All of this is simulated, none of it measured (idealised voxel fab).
process module | voxel quadruple lines
cross-section cut | 290 nm wide | cells 5 nm
A cross-section is a grid of square cells, given in bands from the top down. A band is one or more rows of cells.
Each band's line starts with the height of the band's top and of its bottom, in nm. Then come its materials from left to right, each with its width in nm. One material with "throughout" fills the band from edge to edge. "air" is empty space.
Height 0 is the level under which the wafer as received is all one material. The lowest band goes on downwards, as in "0 down".
A width such as "30 to 40" changes by the same amount from each row of cells to the next, from the band's top row to its bottom row.
"no change" after a step means that no cell of the cross-section changed.
closed voids: empty space of 8 cells or more with no open way to the top, each as width x height at its distance from the left edge, in nm
after a step's settings: what the simulator itself notes on the step
overlay nm, on a step with a mask: how far to the right of its planned place the mask lay; to the left if negative
plan
1 op RECEIVE | material Si
2 op CONFORMAL_DEP | material SiO2 | thk nm 10
3 op DIRECTIONAL_DEP | material W | thk nm 10
4 op DIRECTIONAL_DEP | material polySi | thk nm 15
5 op DIRECTIONAL_DEP | material aC | thk nm 25
6 op PATTERN | tone cover | mask id MANDREL | material resist | width nm 30 | thk nm 30 | overlay nm 0
7 op DIRECTIONAL_ETCH | etch materials aC | depth nm 25
8 op STRIP | etch materials resist
9 op CONFORMAL_DEP | material SiO2 | thk nm 10
10 op DIRECTIONAL_ETCH | etch materials SiO2 | depth nm 10
11 op STRIP | etch materials aC
12 op DIRECTIONAL_ETCH | etch materials polySi | depth nm 15
13 op STRIP | etch materials SiO2
14 op CONFORMAL_DEP | material SiCN | thk nm 10
15 op DIRECTIONAL_ETCH | etch materials SiCN | depth nm 10
16 op STRIP | etch materials polySi
17 op DIRECTIONAL_ETCH | etch materials W | depth nm 10
18 op STRIP | etch materials SiCN
first wafer, as planned
as received, after step 1
  0 down: Si throughout
  closed voids: none
after step 2
  10 to 0: SiO2 throughout
  below 0: unchanged
after step 3
  20 to 10: W throughout
  below 10: unchanged
after step 4
  35 to 20: polySi throughout
  below 20: unchanged
after step 5
  60 to 35: aC throughout
  below 35: unchanged
after step 6
  90 to 60: air 130 | resist 30 | air 130
  below 60: unchanged
after step 7
  65 to 60: air 130 | resist 30 | air 130
  60 to 35: air 130 | aC 30 | air 130
  below 35: unchanged
after step 8
  60 to 35: air 130 | aC 30 | air 130
  below 35: unchanged
after step 9
  70 to 60: air 120 | SiO2 50 | air 120
  60 to 45: air 120 | SiO2 10 | aC 30 | SiO2 10 | air 120
  45 to 35: SiO2 130 | aC 30 | SiO2 130
  below 35: unchanged
after step 10
  60 to 35: air 120 | SiO2 10 | aC 30 | SiO2 10 | air 120
  below 35: unchanged
after step 11
  60 to 35: air 120 | SiO2 10 | air 30 | SiO2 10 | air 120
  below 35: unchanged
after step 12
  60 to 35: air 120 | SiO2 10 | air 30 | SiO2 10 | air 120
  35 to 20: air 120 | polySi 10 | air 30 | polySi 10 | air 120
  below 20: unchanged
after step 13
  35 to 20: air 120 | polySi 10 | air 30 | polySi 10 | air 120
  below 20: unchanged
after step 14
  45 to 35: air 110 | SiCN 30 | air 10 | SiCN 30 | air 110
  35 to 30: air 110 | SiCN 10 | polySi 10 | SiCN 10 | air 10 | SiCN 10 | polySi 10 | SiCN 10 | air 110
  30 to 20: SiCN 120 | polySi 10 | SiCN 30 | polySi 10 | SiCN 120
  below 20: unchanged
after step 15
  35 to 20: air 110 | SiCN 10 | polySi 10 | SiCN 10 | air 10 | SiCN 10 | polySi 10 | SiCN 10 | air 110
  below 20: unchanged
after step 16
  35 to 20: air 110 | SiCN 10 | air 10 | SiCN 10 | air 10 | SiCN 10 | air 10 | SiCN 10 | air 110
  below 20: unchanged
after step 17
  35 to 20: air 110 | SiCN 10 | air 10 | SiCN 10 | air 10 | SiCN 10 | air 10 | SiCN 10 | air 110
  20 to 10: air 110 | W 10 | air 10 | W 10 | air 10 | W 10 | air 10 | W 10 | air 110
  below 10: unchanged
after step 18
  20 to 10: air 110 | W 10 | air 10 | W 10 | air 10 | W 10 | air 10 | W 10 | air 110
  below 10: unchanged
second wafer: like start, like plan, one mistake. Through step 5 it matches the first wafer
when step 6 should have ended
  90 to 60: air 135 | resist 25 | air 130
  below 60: unchanged
when step 7 should have ended
  65 to 60: air 135 | resist 25 | air 130
  60 to 35: air 135 | aC 25 | air 130
  below 35: unchanged
when step 8 should have ended
  60 to 35: air 135 | aC 25 | air 130
  below 35: unchanged
when step 9 should have ended
  70 to 60: air 125 | SiO2 45 | air 120
  60 to 45: air 125 | SiO2 10 | aC 25 | SiO2 10 | air 120
  45 to 35: SiO2 135 | aC 25 | SiO2 130
  below 35: unchanged
when step 10 should have ended
  60 to 35: air 125 | SiO2 10 | aC 25 | SiO2 10 | air 120
  below 35: unchanged
when step 11 should have ended
  60 to 35: air 125 | SiO2 10 | air 25 | SiO2 10 | air 120
  below 35: unchanged
when step 12 should have ended
  60 to 35: air 125 | SiO2 10 | air 25 | SiO2 10 | air 120
  35 to 20: air 125 | polySi 10 | air 25 | polySi 10 | air 120
  below 20: unchanged
when step 13 should have ended
  35 to 20: air 125 | polySi 10 | air 25 | polySi 10 | air 120
  below 20: unchanged
when step 14 should have ended
  45 to 35: air 115 | SiCN 30 | air 5 | SiCN 30 | air 110
  35 to 30: air 115 | SiCN 10 | polySi 10 | SiCN 10 | air 5 | SiCN 10 | polySi 10 | SiCN 10 | air 110
  30 to 20: SiCN 125 | polySi 10 | SiCN 25 | polySi 10 | SiCN 120
  below 20: unchanged
when step 15 should have ended
  35 to 20: air 115 | SiCN 10 | polySi 10 | SiCN 10 | air 5 | SiCN 10 | polySi 10 | SiCN 10 | air 110
  below 20: unchanged
when step 16 should have ended
  35 to 20: air 115 | SiCN 10 | air 10 | SiCN 10 | air 5 | SiCN 10 | air 10 | SiCN 10 | air 110
  below 20: unchanged
when step 17 should have ended
  35 to 20: air 115 | SiCN 10 | air 10 | SiCN 10 | air 5 | SiCN 10 | air 10 | SiCN 10 | air 110
  20 to 10: air 115 | W 10 | air 10 | W 10 | air 5 | W 10 | air 10 | W 10 | air 110
  below 10: unchanged
when step 18 should have ended
  20 to 10: air 115 | W 10 | air 10 | W 10 | air 5 | W 10 | air 10 | W 10 | air 110
  below 10: unchanged
what went wrong: step 6 ran as: op PATTERN | tone cover | mask id MANDREL | material resist | width nm 25 | thk nm 30 | overlay nm 0
at the end the second wafer has, in cells: as many of each material as the first, in other places
